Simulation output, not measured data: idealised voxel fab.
The process module presented herein is designated voxel double patterning.
Cross-section cut spans 190 nm and uses square cells 5 nm in size.
Reading order for cross-sections: top band down to bottom band. Underlying form: a grid of square cells. Band size: one or more rows of cells. For a band, the entry starts with two heights in nm, that of the top and then that of the bottom, and carries on with the band's materials in order from left to right, each alongside its width in nm; the word "throughout" beside a single material means it fills the band edge to edge, and "blank" means empty space. Height reference: 0 = level under which incoming wafer is all one material. Lowest band: no bottom, runs on downward, e.g. "0 down". Note: "30..40" means the width goes from the first number (top row of the band) to the second number (bottom row) in equal steps per row of cells. Reading "left unchanged" for a step: not a cell of the cross-section changed in it. This entry, "Sealed voids", enumerates those empty regions of no fewer than 8 cells that possess no open connection to the top. Each region is reported in the form width x height at distance, the distance being taken from the left edge, with all three quantities expressed in nm. The remark found on a step's line after its settings is issued by the simulator itself and pertains to that step. overlay nm, on a step with a mask: how far to the right of its planned place the mask lay; to the left if negative.

Set out below are the planned steps of the process:
- 1: RECEIVE,material Si
- 2: CONFORMAL_DEP,material SiO2,thk nm 5
- 3: DIRECTIONAL_DEP,material W,thk nm 10
- 4: DIRECTIONAL_DEP,material SiN,thk nm 5
- 5: DIRECTIONAL_DEP,material aC,thk nm 15
- 6: PATTERN,tone open,mask id FIRST,material resist,width nm 15,pitch nm 50,thk nm 30,overlay nm 0
- 7: DIRECTIONAL_ETCH,etch materials aC,depth nm 15
- 8: STRIP,etch materials resist
- 9: DIRECTIONAL_ETCH,etch materials SiN,depth nm 5
- 10: STRIP,etch materials aC
- 11: PATTERN,tone open,mask id SECOND,material resist,width nm 15,pitch nm 50,thk nm 20,overlay nm 0
- 12: DIRECTIONAL_ETCH,etch materials SiN,depth nm 5
- 13: STRIP,etch materials resist
- 14: DIRECTIONAL_ETCH,etch materials W,depth nm 10
- 15: STRIP,etch materials SiN

First of the two wafers, run per plan:

Cross-section of the incoming wafer, state after step 1:
- 0 down: Si throughout
- Sealed voids: none

The following cross-section depicts the wafer upon completion of step 2:
- 5 to 0: SiO2 throughout
- Below a height of 0, the structure has not been altered.

The following cross-section depicts the wafer upon completion of step 3:
- 15 to 5: W throughout
- Below a height of 5, the structure has not been altered.

The following cross-section depicts the wafer upon completion of step 4:
- 20 to 15: SiN throughout
- Below a height of 15, the structure has not been altered.

The following cross-section depicts the wafer upon completion of step 5:
- 35 to 20: aC throughout
- Below a height of 20, the structure has not been altered.

The following cross-section depicts the wafer upon completion of step 6:
- 65 to 35: resist (35), then blank (15), then resist (35), then blank (15), then resist (35), then blank (15), then resist (40)
- Below a height of 35, the structure has not been altered.

The following cross-section depicts the wafer upon completion of step 7:
- 50 to 35: resist (35), then blank (15), then resist (35), then blank (15), then resist (35), then blank (15), then resist (40)
- 35 to 20: aC (35), then blank (15), then aC (35), then blank (15), then aC (35), then blank (15), then aC (40)
- Below a height of 20, the structure has not been altered.

The following cross-section depicts the wafer upon completion of step 8:
- 35 to 20: aC (35), then blank (15), then aC (35), then blank (15), then aC (35), then blank (15), then aC (40)
- Below a height of 20, the structure has not been altered.

The following cross-section depicts the wafer upon completion of step 9:
- 35 to 20: aC (35), then blank (15), then aC (35), then blank (15), then aC (35), then blank (15), then aC (40)
- 20 to 15: SiN (35), then blank (15), then SiN (35), then blank (15), then SiN (35), then blank (15), then SiN (40)
- Below a height of 15, the structure has not been altered.

The following cross-section depicts the wafer upon completion of step 10:
- 20 to 15: SiN (35), then blank (15), then SiN (35), then blank (15), then SiN (35), then blank (15), then SiN (40)
- Below a height of 15, the structure has not been altered.

The following cross-section depicts the wafer upon completion of step 11:
- 40 to 20: resist (60), then blank (15), then resist (35), then blank (15), then resist (65)
- 20 to 15: SiN (35), then resist (15), then SiN (35), then resist (15), then SiN (35), then resist (15), then SiN (40)
- Below a height of 15, the structure has not been altered.

The following cross-section depicts the wafer upon completion of step 12:
- 40 to 20: resist (60), then blank (15), then resist (35), then blank (15), then resist (65)
- 20 to 15: SiN (35), then resist (15), then SiN (10), then blank (15), then SiN (10), then resist (15), then SiN (10), then blank (15), then SiN (10), then resist (15), then SiN (40)
- Below a height of 15, the structure has not been altered.

The following cross-section depicts the wafer upon completion of step 13:
- 20 to 15: SiN (35), then blank (15), then SiN (10), then blank (15), then SiN (10), then blank (15), then SiN (10), then blank (15), then SiN (10), then blank (15), then SiN (40)
- Below a height of 15, the structure has not been altered.

The following cross-section depicts the wafer upon completion of step 14:
- 20 to 15: SiN (35), then blank (15), then SiN (10), then blank (15), then SiN (10), then blank (15), then SiN (10), then blank (15), then SiN (10), then blank (15), then SiN (40)
- 15 to 5: W (35), then blank (15), then W (10), then blank (15), then W (10), then blank (15), then W (10), then blank (15), then W (10), then blank (15), then W (40)
- Below a height of 5, the structure has not been altered.

The following cross-section depicts the wafer upon completion of step 15:
- 15 to 5: W (35), then blank (15), then W (10), then blank (15), then W (10), then blank (15), then W (10), then blank (15), then W (10), then blank (15), then W (40)
- Below a height of 5, the structure has not been altered.

Second of two: same start, same plan, one run error; steps up to and including 1 match the first:

Second wafer shown in cross-section at the time step 2 was slated to end:
- 5 to 0: W throughout
- Below a height of 0, the structure has not been altered.

Second wafer shown in cross-section at the time step 3 was slated to end:
- 15 to 0: W throughout
- Below a height of 0, the structure has not been altered.

Second wafer shown in cross-section at the time step 4 was slated to end:
- 20 to 15: SiN throughout
- Below a height of 15, the structure has not been altered.

Second wafer shown in cross-section at the time step 5 was slated to end:
- 35 to 20: aC throughout
- Below a height of 20, the structure has not been altered.

Second wafer shown in cross-section at the time step 6 was slated to end:
- 65 to 35: resist (35), then blank (15), then resist (35), then blank (15), then resist (35), then blank (15), then resist (40)
- Below a height of 35, the structure has not been altered.

Second wafer shown in cross-section at the time step 7 was slated to end:
- 50 to 35: resist (35), then blank (15), then resist (35), then blank (15), then resist (35), then blank (15), then resist (40)
- 35 to 20: aC (35), then blank (15), then aC (35), then blank (15), then aC (35), then blank (15), then aC (40)
- Below a height of 20, the structure has not been altered.

Second wafer shown in cross-section at the time step 8 was slated to end:
- 35 to 20: aC (35), then blank (15), then aC (35), then blank (15), then aC (35), then blank (15), then aC (40)
- Below a height of 20, the structure has not been altered.

Second wafer shown in cross-section at the time step 9 was slated to end:
- 35 to 20: aC (35), then blank (15), then aC (35), then blank (15), then aC (35), then blank (15), then aC (40)
- 20 to 15: SiN (35), then blank (15), then SiN (35), then blank (15), then SiN (35), then blank (15), then SiN (40)
- Below a height of 15, the structure has not been altered.

Second wafer shown in cross-section at the time step 10 was slated to end:
- 20 to 15: SiN (35), then blank (15), then SiN (35), then blank (15), then SiN (35), then blank (15), then SiN (40)
- Below a height of 15, the structure has not been altered.

Second wafer shown in cross-section at the time step 11 was slated to end:
- 40 to 20: resist (60), then blank (15), then resist (35), then blank (15), then resist (65)
- 20 to 15: SiN (35), then resist (15), then SiN (35), then resist (15), then SiN (35), then resist (15), then SiN (40)
- Below a height of 15, the structure has not been altered.

Second wafer shown in cross-section at the time step 12 was slated to end:
- 40 to 20: resist (60), then blank (15), then resist (35), then blank (15), then resist (65)
- 20 to 15: SiN (35), then resist (15), then SiN (10), then blank (15), then SiN (10), then resist (15), then SiN (10), then blank (15), then SiN (10), then resist (15), then SiN (40)
- Below a height of 15, the structure has not been altered.

Second wafer shown in cross-section at the time step 13 was slated to end:
- 20 to 15: SiN (35), then blank (15), then SiN (10), then blank (15), then SiN (10), then blank (15), then SiN (10), then blank (15), then SiN (10), then blank (15), then SiN (40)
- Below a height of 15, the structure has not been altered.

Second wafer shown in cross-section at the time step 14 was slated to end:
- 20 to 15: SiN (35), then blank (15), then SiN (10), then blank (15), then SiN (10), then blank (15), then SiN (10), then blank (15), then SiN (10), then blank (15), then SiN (40)
- 15 to 5: W (35), then blank (15), then W (10), then blank (15), then W (10), then blank (15), then W (10), then blank (15), then W (10), then blank (15), then W (40)
- Below a height of 5, the structure has not been altered.

Second wafer shown in cross-section at the time step 15 was slated to end:
- 15 to 5: W (35), then blank (15), then W (10), then blank (15), then W (10), then blank (15), then W (10), then blank (15), then W (10), then blank (15), then W (40)
- Below a height of 5, the structure has not been altered.
Misprocessing identified: so step 2 ended up running with a different setting than we planned, it ran as CONFORMAL_DEP,material W,thk nm 5
Heads up, by the end the second wafer has more or fewer cells of some materials compared to the first: SiO2: 38 fewer | W: 38 more
